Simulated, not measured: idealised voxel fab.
This is a process module. Its name is voxel gate over fins.
FYI the section here is cut, 275 nm wide, cells are 5 nm squares.
Heads up, the way a cross-section reads in here is a grid of square cells, handed over as bands from the top down, with every band being one or more rows of cells.
What a band's entry tells you: where the top is and where the bottom is, as heights in nm, and after that what lies inside, material by material from left to right, each with its width in nm. Empty space is written as the word "empty", and a single material marked with the word "throughout" occupies the band from edge to edge.
Where do heights start? At 0: under that level the wafer as delivered is made of one material only. And the lowest band has no floor; it just carries on downward, as in "top 0, no bottom".
Top row gets the first number, bottom row gets the second, and each row in between changes by the same step: that is how a band width like "30..40" works.
You'll sometimes find "no modifications" written for a step, and that's the way of saying that nowhere in the cross-section did a cell change during that step.
"Sealed void list": empty spaces of 8 cells or more with no open way to the top, each given as width x height at distance, distance from the left edge, all in nm.
Anything after a step's settings on that line? It's the simulator's own note about the step.
"overlay nm" answers the question of how far to the right of plan the mask lay on a step that has a mask, and when it is negative the answer is to the left.
Note on reading: below, each pair holds a cross-section from before one process step and one from after it; the one from after shows only down to the lowest band that changed. Beneath the pair, the step in between is stated along with its settings. The pairs can stem from different runs of this module on the same starting wafer. Where a pair's entry headed "State on entry" says so, and only there, that pair continues from the pair above it.

STATE ON ENTRY
  top 10, bottom 0 | SiO2 55  SiN 15  SiO2 10  empty 20  SiO2 5  SiN 15  SiO2 35  SiN 15  SiO2 35  SiN 15  SiO2 55
  top 0, bottom -20 | SiO2 60  Si 5  SiO2 15  empty 20  SiO2 10  Si 5  SiO2 45  Si 5  SiO2 45  Si 5  SiO2 60
  top -20, bottom -30 | SiO2 60  Si 5  SiO2 15  TiN 5  Ru 10  TiN 5  SiO2 10  Si 5  SiO2 45  Si 5  SiO2 45  Si 5  SiO2 60
  top -30, bottom -35 | SiO2 60  Si 5  SiO2 15  TiN 20  SiO2 10  Si 5  SiO2 45  Si 5  SiO2 45  Si 5  SiO2 60
  top -35, bottom -45 | SiO2 60  Si 5  SiO2 45  Si 5  SiO2 45  Si 5  SiO2 45  Si 5  SiO2 60
  top -45, no bottom | Si throughout
  Sealed void list: none

RESULTING STRUCTURE
  top 15, bottom 10 | SiO2 throughout
  top 10, bottom 0 | SiO2 55  SiN 15  SiO2 35  SiN 15  SiO2 35  SiN 15  SiO2 35  SiN 15  SiO2 55
  top 0, bottom -20 | SiO2 60  Si 5  SiO2 45  Si 5  SiO2 45  Si 5  SiO2 45  Si 5  SiO2 60
  Beneath the level -20, the cross-section is identical to its previous state.
  Sealed void list: none
Can you say which step sits between the two cross-sections above? FILL_DEP, material SiO2, thk nm 5

State on entry: per the after cross-section of the pair just above.

RESULTING STRUCTURE
  top 10, bottom 0 | SiO2 55  SiN 15  SiO2 35  SiN 15  SiO2 35  SiN 15  SiO2 35  SiN 15  SiO2 55
  Beneath the level 0, the cross-section is identical to its previous state.
  Sealed void list: none
Can you say which step sits between the two cross-sections above? CMP, height nm 10

State on entry: per the after cross-section of the pair just above.

RESULTING STRUCTURE
  top 10, bottom 0 | empty 55  SiN 15  empty 35  SiN 15  empty 35  SiN 15  empty 35  SiN 15  empty 55
  top 0, bottom -10 | empty 60  Si 5  empty 45  Si 5  empty 45  Si 5  empty 45  Si 5  empty 60
  Beneath the level -10, the cross-section is identical to its previous state.
  Sealed void list: none
Can you say which step sits between the two cross-sections above? SELECTIVE_ETCH, etch materials SiO2, depth nm 20

State on entry: per the after cross-section of the pair just above.

RESULTING STRUCTURE
  top 0, bottom -10 | empty 60  Si 5  empty 45  Si 5  empty 45  Si 5  empty 45  Si 5  empty 60
  Beneath the level -10, the cross-section is identical to its previous state.
  Sealed void list: none
Can you say which step sits between the two cross-sections above? STRIP, etch materials SiN

State on entry: per the after cross-section of the pair just above.

RESULTING STRUCTURE
  top 5, bottom 0 | empty 55  HfO2 15  empty 35  HfO2 15  empty 35  HfO2 15  empty 35  HfO2 15  empty 55
  top 0, bottom -5 | empty 55  HfO2 5  Si 5  HfO2 5  empty 35  HfO2 5  Si 5  HfO2 5  empty 35  HfO2 5  Si 5  HfO2 5  empty 35  HfO2 5  Si 5  HfO2 5  empty 55
  top -5, bottom -10 | HfO2 60  Si 5  HfO2 45  Si 5  HfO2 45  Si 5  HfO2 45  Si 5  HfO2 60
  Beneath the level -10, the cross-section is identical to its previous state.
  Sealed void list: none
Can you say which step sits between the two cross-sections above? CONFORMAL_DEP, material HfO2, thk nm 5

State on entry: per the after cross-section of the pair just above.

RESULTING STRUCTURE
  top 10, bottom 5 | empty 50  TiN 25  empty 25  TiN 25  empty 25  TiN 25  empty 25  TiN 25  empty 50
  top 5, bottom 0 | empty 50  TiN 5  HfO2 15  TiN 5  empty 25  TiN 5  HfO2 15  TiN 5  empty 25  TiN 5  HfO2 15  TiN 5  empty 25  TiN 5  HfO2 15  TiN 5  empty 50
  top 0, bottom -5 | TiN 55  HfO2 5  Si 5  HfO2 5  TiN 35  HfO2 5  Si 5  HfO2 5  TiN 35  HfO2 5  Si 5  HfO2 5  TiN 35  HfO2 5  Si 5  HfO2 5  TiN 55
  Beneath the level -5, the cross-section is identical to its previous state.
  Sealed void list: none
Can you say which step sits between the two cross-sections above? CONFORMAL_DEP, material TiN, thk nm 5

State on entry: per the after cross-section of the pair just above.

RESULTING STRUCTURE
  top 15, bottom 10 | empty 45  TiAl 35  empty 15  TiAl 35  empty 15  TiAl 35  empty 15  TiAl 35  empty 45
  top 10, bottom 5 | empty 45  TiAl 5  TiN 25  TiAl 5  empty 15  TiAl 5  TiN 25  TiAl 5  empty 15  TiAl 5  TiN 25  TiAl 5  empty 15  TiAl 5  TiN 25  TiAl 5  empty 45
  top 5, bottom 0 | TiAl 50  TiN 5  HfO2 15  TiN 5  TiAl 25  TiN 5  HfO2 15  TiN 5  TiAl 25  TiN 5  HfO2 15  TiN 5  TiAl 25  TiN 5  HfO2 15  TiN 5  TiAl 50
  Beneath the level 0, the cross-section is identical to its previous state.
  Sealed void list: none
Can you say which step sits between the two cross-sections above? CONFORMAL_DEP, material TiAl, thk nm 5

State on entry: per the after cross-section of the pair just above.

RESULTING STRUCTURE
  top 20, bottom 15 | empty 40  TiN 45  empty 5  TiN 45  empty 5  TiN 45  empty 5  TiN 45  empty 40
  top 15, bottom 10 | empty 40  TiN 5  TiAl 35  TiN 5  empty 5  TiN 5  TiAl 35  TiN 5  empty 5  TiN 5  TiAl 35  TiN 5  empty 5  TiN 5  TiAl 35  TiN 5  empty 40
  top 10, bottom 5 | TiN 45  TiAl 5  TiN 25  TiAl 5  TiN 15  TiAl 5  TiN 25  TiAl 5  TiN 15  TiAl 5  TiN 25  TiAl 5  TiN 15  TiAl 5  TiN 25  TiAl 5  TiN 45
  Beneath the level 5, the cross-section is identical to its previous state.
  Sealed void list: none
Can you say which step sits between the two cross-sections above? CONFORMAL_DEP, material TiN, thk nm 5

State on entry: per the after cross-section of the pair just above.

RESULTING STRUCTURE
  top 35, bottom 20 | W throughout
  top 20, bottom 15 | W 40  TiN 45  W 5  TiN 45  W 5  TiN 45  W 5  TiN 45  W 40
  top 15, bottom 10 | W 40  TiN 5  TiAl 35  TiN 5  W 5  TiN 5  TiAl 35  TiN 5  W 5  TiN 5  TiAl 35  TiN 5  W 5  TiN 5  TiAl 35  TiN 5  W 40
  Beneath the level 10, the cross-section is identical to its previous state.
  Sealed void list: none
Can you say which step sits between the two cross-sections above? FILL_DEP, material W, thk nm 15

State on entry: per the after cross-section of the pair just above.

RESULTING STRUCTURE
  top 30, bottom 20 | W throughout
  Beneath the level 20, the cross-section is identical to its previous state.
  Sealed void list: none
Can you say which step sits between the two cross-sections above? CMP, height nm 30

State on entry: per the after cross-section of the pair just above.

RESULTING STRUCTURE
  top 35, bottom 30 | SiCN throughout
  Beneath the level 30, the cross-section is identical to its previous state.
  Sealed void list: none
Can you say which step sits between the two cross-sections above? CONFORMAL_DEP, material SiCN, thk nm 5

STATE ON ENTRY
  top 20, bottom 10 | aC throughout
  top 10, bottom 0 | SiO2 55  SiN 15  SiO2 35  SiN 15  SiO2 35  SiN 15  SiO2 35  SiN 15  SiO2 55
  top 0, bottom -45 | SiO2 60  Si 5  SiO2 45  Si 5  SiO2 45  Si 5  SiO2 45  Si 5  SiO2 60
  top -45, no bottom | Si throughout
  Sealed void list: none

RESULTING STRUCTURE
  top 50, bottom 20 | resist 75  empty 15  resist 185
  Beneath the level 20, the cross-section is identical to its previous state.
  Sealed void list: none
Can you say which step sits between the two cross-sections above? PATTERN, tone open, mask id RAIL, material resist, width nm 15, thk nm 30, overlay nm -5

State on entry: per the after cross-section of the pair just above.

RESULTING STRUCTURE
  top 40, bottom 20 | resist 75  empty 15  resist 185
  top 20, bottom 10 | aC 75  empty 15  aC 185
  Beneath the level 10, the cross-section is identical to its previous state.
  Sealed void list: none
Can you say which step sits between the two cross-sections above? DIRECTIONAL_ETCH, etch materials aC, depth nm 10

State on entry: per the after cross-section of the pair just above.

RESULTING STRUCTURE
  top 20, bottom 10 | aC 75  empty 15  aC 185
  Beneath the level 10, the cross-section is identical to its previous state.
  Sealed void list: none
Can you say which step sits between the two cross-sections above? STRIP, etch materials resist

State on entry: per the after cross-section of the pair just above.

RESULTING STRUCTURE
  top 20, bottom 10 | aC 75  empty 15  aC 185
  top 10, bottom 0 | SiO2 55  SiN 15  SiO2 5  empty 15  SiO2 15  SiN 15  SiO2 35  SiN 15  SiO2 35  SiN 15  SiO2 55
  top 0, bottom -35 | SiO2 60  Si 5  SiO2 10  empty 15  SiO2 20  Si 5  SiO2 45  Si 5  SiO2 45  Si 5  SiO2 60
  Beneath the level -35, the cross-section is identical to its previous state.
  Sealed void list: none
Can you say which step sits between the two cross-sections above? DIRECTIONAL_ETCH, etch materials SiO2, depth nm 45

State on entry: per the after cross-section of the pair just above.

RESULTING STRUCTURE
  top 10, bottom 0 | SiO2 55  SiN 15  SiO2 5  empty 15  SiO2 15  SiN 15  SiO2 35  SiN 15  SiO2 35  SiN 15  SiO2 55
  Beneath the level 0, the cross-section is identical to its previous state.
  Sealed void list: none
Can you say which step sits between the two cross-sections above? STRIP, etch materials aC

State on entry: per the after cross-section of the pair just above.

RESULTING STRUCTURE
  top 15, bottom 10 | TiN 80  empty 5  TiN 190
  top 10, bottom 0 | SiO2 55  SiN 15  SiO2 5  TiN 5  empty 5  TiN 5  SiO2 15  SiN 15  SiO2 35  SiN 15  SiO2 35  SiN 15  SiO2 55
  top 0, bottom -30 | SiO2 60  Si 5  SiO2 10  TiN 5  empty 5  TiN 5  SiO2 20  Si 5  SiO2 45  Si 5  SiO2 45  Si 5  SiO2 60
  top -30, bottom -35 | SiO2 60  Si 5  SiO2 10  TiN 15  SiO2 20  Si 5  SiO2 45  Si 5  SiO2 45  Si 5  SiO2 60
  Beneath the level -35, the cross-section is identical to its previous state.
  Sealed void list: none
Can you say which step sits between the two cross-sections above? CONFORMAL_DEP, material TiN, thk nm 5

State on entry: per the after cross-section of the pair just above.

RESULTING STRUCTURE
  top 20, bottom 15 | Ru throughout
  top 15, bottom 10 | TiN 80  Ru 5  TiN 190
  top 10, bottom 0 | SiO2 55  SiN 15  SiO2 5  TiN 5  Ru 5  TiN 5  SiO2 15  SiN 15  SiO2 35  SiN 15  SiO2 35  SiN 15  SiO2 55
  top 0, bottom -30 | SiO2 60  Si 5  SiO2 10  TiN 5  Ru 5  TiN 5  SiO2 20  Si 5  SiO2 45  Si 5  SiO2 45  Si 5  SiO2 60
  Beneath the level -30, the cross-section is identical to its previous state.
  Sealed void list: none
Can you say which step sits between the two cross-sections above? FILL_DEP, material Ru, thk nm 5

State on entry: per the after cross-section of the pair just above.

RESULTING STRUCTURE
  top 10, bottom 0 | SiO2 55  SiN 15  SiO2 5  TiN 5  Ru 5  TiN 5  SiO2 15  SiN 15  SiO2 35  SiN 15  SiO2 35  SiN 15  SiO2 55
  Beneath the level 0, the cross-section is identical to its previous state.
  Sealed void list: none
Can you say which step sits between the two cross-sections above? CMP, height nm 10

State on entry: per the after cross-section of the pair just above.

RESULTING STRUCTURE
  top 10, bottom 0 | SiO2 55  SiN 15  SiO2 5  empty 15  SiO2 15  SiN 15  SiO2 35  SiN 15  SiO2 35  SiN 15  SiO2 55
  top 0, bottom -20 | SiO2 60  Si 5  SiO2 10  empty 15  SiO2 20  Si 5  SiO2 45  Si 5  SiO2 45  Si 5  SiO2 60
  Beneath the level -20, the cross-section is identical to its previous state.
  Sealed void list: none
Can you say which step sits between the two cross-sections above? SELECTIVE_ETCH, etch materials W Ru TiN, depth nm 30

State on entry: per the after cross-section of the pair just above.

RESULTING STRUCTURE
  top 15, bottom 10 | SiO2 throughout
  top 10, bottom 0 | SiO2 55  SiN 15  SiO2 35  SiN 15  SiO2 35  SiN 15  SiO2 35  SiN 15  SiO2 55
  top 0, bottom -20 | SiO2 60  Si 5  SiO2 45  Si 5  SiO2 45  Si 5  SiO2 45  Si 5  SiO2 60
  Beneath the level -20, the cross-section is identical to its previous state.
  Sealed void list: none
Can you say which step sits between the two cross-sections above? FILL_DEP, material SiO2, thk nm 5

State on entry: per the after cross-section of the pair just above.

RESULTING STRUCTURE
  top 10, bottom 0 | SiO2 55  SiN 15  SiO2 35  SiN 15  SiO2 35  SiN 15  SiO2 35  SiN 15  SiO2 55
  Beneath the level 0, the cross-section is identical to its previous state.
  Sealed void list: none
Can you say which step sits between the two cross-sections above? CMP, height nm 10

State on entry: per the after cross-section of the pair just above.

RESULTING STRUCTURE
  top 10, bottom 0 | empty 55  SiN 15  empty 35  SiN 15  empty 35  SiN 15  empty 35  SiN 15  empty 55
  top 0, bottom -10 | empty 60  Si 5  empty 45  Si 5  empty 45  Si 5  empty 45  Si 5  empty 60
  Beneath the level -10, the cross-section is identical to its previous state.
  Sealed void list: none
Can you say which step sits between the two cross-sections above? SELECTIVE_ETCH, etch materials SiO2, depth nm 20

State on entry: per the after cross-section of the pair just above.

RESULTING STRUCTURE
  top 0, bottom -10 | empty 60  Si 5  empty 45  Si 5  empty 45  Si 5  empty 45  Si 5  empty 60
  Beneath the level -10, the cross-section is identical to its previous state.
  Sealed void list: none
Can you say which step sits between the two cross-sections above? STRIP, etch materials SiN

State on entry: per the after cross-section of the pair just above.

RESULTING STRUCTURE
  top 5, bottom 0 | empty 55  HfO2 15  empty 35  HfO2 15  empty 35  HfO2 15  empty 35  HfO2 15  empty 55
  top 0, bottom -5 | empty 55  HfO2 5  Si 5  HfO2 5  empty 35  HfO2 5  Si 5  HfO2 5  empty 35  HfO2 5  Si 5  HfO2 5  empty 35  HfO2 5  Si 5  HfO2 5  empty 55
  top -5, bottom -10 | HfO2 60  Si 5  HfO2 45  Si 5  HfO2 45  Si 5  HfO2 45  Si 5  HfO2 60
  Beneath the level -10, the cross-section is identical to its previous state.
  Sealed void list: none
Can you say which step sits between the two cross-sections above? CONFORMAL_DEP, material HfO2, thk nm 5

State on entry: per the after cross-section of the pair just above.

RESULTING STRUCTURE
  top 10, bottom 5 | empty 50  TiN 25  empty 25  TiN 25  empty 25  TiN 25  empty 25  TiN 25  empty 50
  top 5, bottom 0 | empty 50  TiN 5  HfO2 15  TiN 5  empty 25  TiN 5  HfO2 15  TiN 5  empty 25  TiN 5  HfO2 15  TiN 5  empty 25  TiN 5  HfO2 15  TiN 5  empty 50
  top 0, bottom -5 | TiN 55  HfO2 5  Si 5  HfO2 5  TiN 35  HfO2 5  Si 5  HfO2 5  TiN 35  HfO2 5  Si 5  HfO2 5  TiN 35  HfO2 5  Si 5  HfO2 5  TiN 55
  Beneath the level -5, the cross-section is identical to its previous state.
  Sealed void list: none
Can you say which step sits between the two cross-sections above? CONFORMAL_DEP, material TiN, thk nm 5

State on entry: per the after cross-section of the pair just above.

RESULTING STRUCTURE
  top 15, bottom 10 | empty 45  TiAl 35  empty 15  TiAl 35  empty 15  TiAl 35  empty 15  TiAl 35  empty 45
  top 10, bottom 5 | empty 45  TiAl 5  TiN 25  TiAl 5  empty 15  TiAl 5  TiN 25  TiAl 5  empty 15  TiAl 5  TiN 25  TiAl 5  empty 15  TiAl 5  TiN 25  TiAl 5  empty 45
  top 5, bottom 0 | TiAl 50  TiN 5  HfO2 15  TiN 5  TiAl 25  TiN 5  HfO2 15  TiN 5  TiAl 25  TiN 5  HfO2 15  TiN 5  TiAl 25  TiN 5  HfO2 15  TiN 5  TiAl 50
  Beneath the level 0, the cross-section is identical to its previous state.
  Sealed void list: none
Can you say which step sits between the two cross-sections above? CONFORMAL_DEP, material TiAl, thk nm 5

State on entry: per the after cross-section of the pair just above.

RESULTING STRUCTURE
  top 20, bottom 15 | empty 40  TiN 45  empty 5  TiN 45  empty 5  TiN 45  empty 5  TiN 45  empty 40
  top 15, bottom 10 | empty 40  TiN 5  TiAl 35  TiN 5  empty 5  TiN 5  TiAl 35  TiN 5  empty 5  TiN 5  TiAl 35  TiN 5  empty 5  TiN 5  TiAl 35  TiN 5  empty 40
  top 10, bottom 5 | TiN 45  TiAl 5  TiN 25  TiAl 5  TiN 15  TiAl 5  TiN 25  TiAl 5  TiN 15  TiAl 5  TiN 25  TiAl 5  TiN 15  TiAl 5  TiN 25  TiAl 5  TiN 45
  Beneath the level 5, the cross-section is identical to its previous state.
  Sealed void list: none
Can you say which step sits between the two cross-sections above? CONFORMAL_DEP, material TiN, thk nm 5

State on entry: per the after cross-section of the pair just above.

RESULTING STRUCTURE
  top 35, bottom 20 | W throughout
  top 20, bottom 15 | W 40  TiN 45  W 5  TiN 45  W 5  TiN 45  W 5  TiN 45  W 40
  top 15, bottom 10 | W 40  TiN 5  TiAl 35  TiN 5  W 5  TiN 5  TiAl 35  TiN 5  W 5  TiN 5  TiAl 35  TiN 5  W 5  TiN 5  TiAl 35  TiN 5  W 40
  Beneath the level 10, the cross-section is identical to its previous state.
  Sealed void list: none
Can you say which step sits between the two cross-sections above? FILL_DEP, material W, thk nm 15

State on entry: per the after cross-section of the pair just above.

RESULTING STRUCTURE
  top 30, bottom 20 | W throughout
  Beneath the level 20, the cross-section is identical to its previous state.
  Sealed void list: none
Can you say which step sits between the two cross-sections above? CMP, height nm 30

State on entry: per the after cross-section of the pair just above.

RESULTING STRUCTURE
  top 35, bottom 30 | SiCN throughout
  Beneath the level 30, the cross-section is identical to its previous state.
  Sealed void list: none
Can you say which step sits between the two cross-sections above? CONFORMAL_DEP, material SiCN, thk nm 5

STATE ON ENTRY
  top 10, bottom 0 | empty 55  SiN 15  empty 35  SiN 15  empty 35  SiN 15  empty 35  SiN 15  empty 55
  top 0, bottom -40 | empty 55  SiO2 5  Si 5  SiO2 5  empty 35  SiO2 5  Si 5  SiO2 5  empty 35  SiO2 5  Si 5  SiO2 5  empty 35  SiO2 5  Si 5  SiO2 5  empty 55
  top -40, bottom -45 | SiO2 60  Si 5  SiO2 45  Si 5  SiO2 45  Si 5  SiO2 45  Si 5  SiO2 60
  top -45, no bottom | Si throughout
  Sealed void list: none

RESULTING STRUCTURE
  top 15, bottom 10 | TiAl throughout
  top 10, bottom 0 | TiAl 55  SiN 15  TiAl 35  SiN 15  TiAl 35  SiN 15  TiAl 35  SiN 15  TiAl 55
  top 0, bottom -40 | TiAl 55  SiO2 5  Si 5  SiO2 5  TiAl 35  SiO2 5  Si 5  SiO2 5  TiAl 35  SiO2 5  Si 5  SiO2 5  TiAl 35  SiO2 5  Si 5  SiO2 5  TiAl 55
  Beneath the level -40, the cross-section is identical to its previous state.
  Sealed void list: none
Can you say which step sits between the two cross-sections above? FILL_DEP, material TiAl, thk nm 5

State on entry: per the after cross-section of the pair just above.

RESULTING STRUCTURE
  top 10, bottom 0 | TiAl 55  SiN 15  TiAl 35  SiN 15  TiAl 35  SiN 15  TiAl 35  SiN 15  TiAl 55
  Beneath the level 0, the cross-section is identical to its previous state.
  Sealed void list: none
Can you say which step sits between the two cross-sections above? CMP, height nm 10

State on entry: per the after cross-section of the pair just above.

RESULTING STRUCTURE
  top 20, bottom 10 | aC throughout
  Beneath the level 10, the cross-section is identical to its previous state.
  Sealed void list: none
Can you say which step sits between the two cross-sections above? DIRECTIONAL_DEP, material aC, thk nm 10

State on entry: per the after cross-section of the pair just above.

RESULTING STRUCTURE
  top 50, bottom 20 | resist 80  empty 15  resist 180
  Beneath the level 20, the cross-section is identical to its previous state.
  Sealed void list: none
Can you say which step sits between the two cross-sections above? PATTERN, tone open, mask id RAIL, material resist, width nm 15, thk nm 30, overlay nm 0

State on entry: per the after cross-section of the pair just above.

RESULTING STRUCTURE
  top 40, bottom 20 | resist 80  empty 15  resist 180
  top 20, bottom 10 | aC 80  empty 15  aC 180
  Beneath the level 10, the cross-section is identical to its previous state.
  Sealed void list: none
Can you say which step sits between the two cross-sections above? DIRECTIONAL_ETCH, etch materials aC, depth nm 10

State on entry: per the after cross-section of the pair just above.

RESULTING STRUCTURE
  top 20, bottom 10 | aC 80  empty 15  aC 180
  Beneath the level 10, the cross-section is identical to its previous state.
  Sealed void list: none
Can you say which step sits between the two cross-sections above? STRIP, etch materials resist

State on entry: per the after cross-section of the pair just above.

RESULTING STRUCTURE
  top 10, bottom 0 | TiAl 55  SiN 15  TiAl 35  SiN 15  TiAl 35  SiN 15  TiAl 35  SiN 15  TiAl 55
  Beneath the level 0, the cross-section is identical to its previous state.
  Sealed void list: none
Can you say which step sits between the two cross-sections above? STRIP, etch materials aC

State on entry: per the after cross-section of the pair just above.

RESULTING STRUCTURE
  top 15, bottom 10 | TiN throughout
  Beneath the level 10, the cross-section is identical to its previous state.
  Sealed void list: none
Can you say which step sits between the two cross-sections above? CONFORMAL_DEP, material TiN, thk nm 5

State on entry: per the after cross-section of the pair just above.

RESULTING STRUCTURE
  top 20, bottom 15 | Ru throughout
  Beneath the level 15, the cross-section is identical to its previous state.
  Sealed void list: none
Can you say which step sits between the two cross-sections above? FILL_DEP, material Ru, thk nm 5

State on entry: per the after cross-section of the pair just above.

RESULTING STRUCTURE
  top 10, bottom 0 | TiAl 55  SiN 15  TiAl 35  SiN 15  TiAl 35  SiN 15  TiAl 35  SiN 15  TiAl 55
  Beneath the level 0, the cross-section is identical to its previous state.
  Sealed void list: none
Can you say which step sits between the two cross-sections above? CMP, height nm 10

State on entry: per the after cross-section of the pair just above.

RESULTING STRUCTURE
  top 15, bottom 10 | SiO2 throughout
  Beneath the level 10, the cross-section is identical to its previous state.
  Sealed void list: none
Can you say which step sits between the two cross-sections above? FILL_DEP, material SiO2, thk nm 5

State on entry: per the after cross-section of the pair just above.

RESULTING STRUCTURE
  top 10, bottom 0 | TiAl 55  SiN 15  TiAl 35  SiN 15  TiAl 35  SiN 15  TiAl 35  SiN 15  TiAl 55
  Beneath the level 0, the cross-section is identical to its previous state.
  Sealed void list: none
Can you say which step sits between the two cross-sections above? CMP, height nm 10

State on entry: per the after cross-section of the pair just above.

RESULTING STRUCTURE
  top 10, bottom 0 | TiAl 55  empty 15  TiAl 35  empty 15  TiAl 35  empty 15  TiAl 35  empty 15  TiAl 55
  Beneath the level 0, the cross-section is identical to its previous state.
  Sealed void list: none
Can you say which step sits between the two cross-sections above? STRIP, etch materials SiN

State on entry: per the after cross-section of the pair just above.

RESULTING STRUCTURE
  top 15, bottom 10 | HfO2 60  empty 5  HfO2 45  empty 5  HfO2 45  empty 5  HfO2 45  empty 5  HfO2 60
  top 10, bottom 5 | TiAl 55  HfO2 5  empty 5  HfO2 5  TiAl 35  HfO2 5  empty 5  HfO2 5  TiAl 35  HfO2 5  empty 5  HfO2 5  TiAl 35  HfO2 5  empty 5  HfO2 5  TiAl 55
  top 5, bottom 0 | TiAl 55  HfO2 15  TiAl 35  HfO2 15  TiAl 35  HfO2 15  TiAl 35  HfO2 15  TiAl 55
  Beneath the level 0, the cross-section is identical to its previous state.
  Sealed void list: none
Can you say which step sits between the two cross-sections above? CONFORMAL_DEP, material HfO2, thk nm 5

State on entry: per the after cross-section of the pair just above.

RESULTING STRUCTURE
  top 20, bottom 15 | TiN throughout
  top 15, bottom 10 | HfO2 60  TiN 5  HfO2 45  TiN 5  HfO2 45  TiN 5  HfO2 45  TiN 5  HfO2 60
  top 10, bottom 5 | TiAl 55  HfO2 5  TiN 5  HfO2 5  TiAl 35  HfO2 5  TiN 5  HfO2 5  TiAl 35  HfO2 5  TiN 5  HfO2 5  TiAl 35  HfO2 5  TiN 5  HfO2 5  TiAl 55
  Beneath the level 5, the cross-section is identical to its previous state.
  Sealed void list: none
Can you say which step sits between the two cross-sections above? CONFORMAL_DEP, material TiN, thk nm 5

State on entry: per the after cross-section of the pair just above.

RESULTING STRUCTURE
  top 25, bottom 20 | TiAl throughout
  Beneath the level 20, the cross-section is identical to its previous state.
  Sealed void list: none
Can you say which step sits between the two cross-sections above? CONFORMAL_DEP, material TiAl, thk nm 5

State on entry: per the after cross-section of the pair just above.

RESULTING STRUCTURE
  top 30, bottom 25 | TiN throughout
  Beneath the level 25, the cross-section is identical to its previous state.
  Sealed void list: none
Can you say which step sits between the two cross-sections above? CONFORMAL_DEP, material TiN, thk nm 5

State on entry: per the after cross-section of the pair just above.

RESULTING STRUCTURE
  top 45, bottom 30 | W throughout
  Beneath the level 30, the cross-section is identical to its previous state.
  Sealed void list: none
Can you say which step sits between the two cross-sections above? FILL_DEP, material W, thk nm 15

State on entry: per the after cross-section of the pair just above.

RESULTING STRUCTURE
  top 30, bottom 25 | TiN throughout
  Beneath the level 25, the cross-section is identical to its previous state.
  Sealed void list: none
Can you say which step sits between the two cross-sections above? CMP, height nm 30

State on entry: per the after cross-section of the pair just above.

RESULTING STRUCTURE
  top 35, bottom 30 | SiCN throughout
  Beneath the level 30, the cross-section is identical to its previous state.
  Sealed void list: none
Can you say which step sits between the two cross-sections above? CONFORMAL_DEP, material SiCN, thk nm 5

STATE ON ENTRY
  top 10, bottom 0 | SiN throughout
  top 0, no bottom | Si throughout
  Sealed void list: none

RESULTING STRUCTURE
  top 25, bottom 10 | resist 55  empty 15  resist 35  empty 15  resist 35  empty 15  resist 35  empty 15  resist 55
  Beneath the level 10, the cross-section is identical to its previous state.
  Sealed void list: none
Can you say which step sits between the two cross-sections above? PATTERN, tone open, mask id FINS, material resist, width nm 15, pitch nm 50, thk nm 15, overlay nm 0

State on entry: per the after cross-section of the pair just above.

RESULTING STRUCTURE
  top 25, bottom 10 | resist 55  empty 15  resist 35  empty 15  resist 35  empty 15  resist 35  empty 15  resist 55
  top 10, bottom 0 | SiN 55  empty 15  SiN 35  empty 15  SiN 35  empty 15  SiN 35  empty 15  SiN 55
  Beneath the level 0, the cross-section is identical to its previous state.
  Sealed void list: none
Can you say which step sits between the two cross-sections above? DIRECTIONAL_ETCH, etch materials SiN, depth nm 10

State on entry: per the after cross-section of the pair just above.

RESULTING STRUCTURE
  top 25, bottom 10 | resist 55  empty 15  resist 35  empty 15  resist 35  empty 15  resist 35  empty 15  resist 55
  top 10, bottom 0 | SiN 55  empty 15  SiN 35  empty 15  SiN 35  empty 15  SiN 35  empty 15  SiN 55
  top 0, bottom -40 | Si 55  empty 15  Si 35  empty 15  Si 35  empty 15  Si 35  empty 15  Si 55
  Beneath the level -40, the cross-section is identical to its previous state.
  Sealed void list: none
Can you say which step sits between the two cross-sections above? DIRECTIONAL_ETCH, etch materials Si, depth nm 40

State on entry: per the after cross-section of the pair just above.

RESULTING STRUCTURE
  top 10, bottom 0 | SiN 55  empty 15  SiN 35  empty 15  SiN 35  empty 15  SiN 35  empty 15  SiN 55
  Beneath the level 0, the cross-section is identical to its previous state.
  Sealed void list: none
Can you say which step sits between the two cross-sections above? STRIP, etch materials resist

State on entry: per the after cross-section of the pair just above.

RESULTING STRUCTURE
  top 10, bottom 0 | SiN 55  empty 15  SiN 35  empty 15  SiN 35  empty 15  SiN 35  empty 15  SiN 55
  top 0, bottom -40 | Si 50  SiO2 5  empty 15  SiO2 5  Si 25  SiO2 5  empty 15  SiO2 5  Si 25  SiO2 5  empty 15  SiO2 5  Si 25  SiO2 5  empty 15  SiO2 5  Si 50
  top -40, bottom -45 | Si 50  SiO2 25  Si 25  SiO2 25  Si 25  SiO2 25  Si 25  SiO2 25  Si 50
  Beneath the level -45, the cross-section is identical to its previous state.
  Sealed void list: none
Can you say which step sits between the two cross-sections above? OXIDIZE, depth nm 5

State on entry: per the after cross-section of the pair just above.

RESULTING STRUCTURE
  top 15, bottom 10 | SiO2 throughout
  top 10, bottom 0 | SiN 55  SiO2 15  SiN 35  SiO2 15  SiN 35  SiO2 15  SiN 35  SiO2 15  SiN 55
  top 0, bottom -45 | Si 50  SiO2 25  Si 25  SiO2 25  Si 25  SiO2 25  Si 25  SiO2 25  Si 50
  Beneath the level -45, the cross-section is identical to its previous state.
  Sealed void list: none
Can you say which step sits between the two cross-sections above? FILL_DEP, material SiO2, thk nm 5

State on entry: per the after cross-section of the pair just above.

RESULTING STRUCTURE
  top 10, bottom 0 | SiN 55  SiO2 15  SiN 35  SiO2 15  SiN 35  SiO2 15  SiN 35  SiO2 15  SiN 55
  Beneath the level 0, the cross-section is identical to its previous state.
  Sealed void list: none
Can you say which step sits between the two cross-sections above? CMP, height nm 10

State on entry: per the after cross-section of the pair just above.

RESULTING STRUCTURE
  top 20, bottom 10 | aC throughout
  Beneath the level 10, the cross-section is identical to its previous state.
  Sealed void list: none
Can you say which step sits between the two cross-sections above? DIRECTIONAL_DEP, material aC, thk nm 10

State on entry: per the after cross-section of the pair just above.

RESULTING STRUCTURE
  top 50, bottom 20 | resist 80  empty 15  resist 180
  Beneath the level 20, the cross-section is identical to its previous state.
  Sealed void list: none
Can you say which step sits between the two cross-sections above? PATTERN, tone open, mask id RAIL, material resist, width nm 15, thk nm 30, overlay nm 0

State on entry: per the after cross-section of the pair just above.

RESULTING STRUCTURE
  top 40, bottom 20 | resist 80  empty 15  resist 180
  top 20, bottom 10 | aC 80  empty 15  aC 180
  Beneath the level 10, the cross-section is identical to its previous state.
  Sealed void list: none
Can you say which step sits between the two cross-sections above? DIRECTIONAL_ETCH, etch materials aC, depth nm 10

State on entry: per the after cross-section of the pair just above.

RESULTING STRUCTURE
  top 20, bottom 10 | aC 80  empty 15  aC 180
  Beneath the level 10, the cross-section is identical to its previous state.
  Sealed void list: none
Can you say which step sits between the two cross-sections above? STRIP, etch materials resist
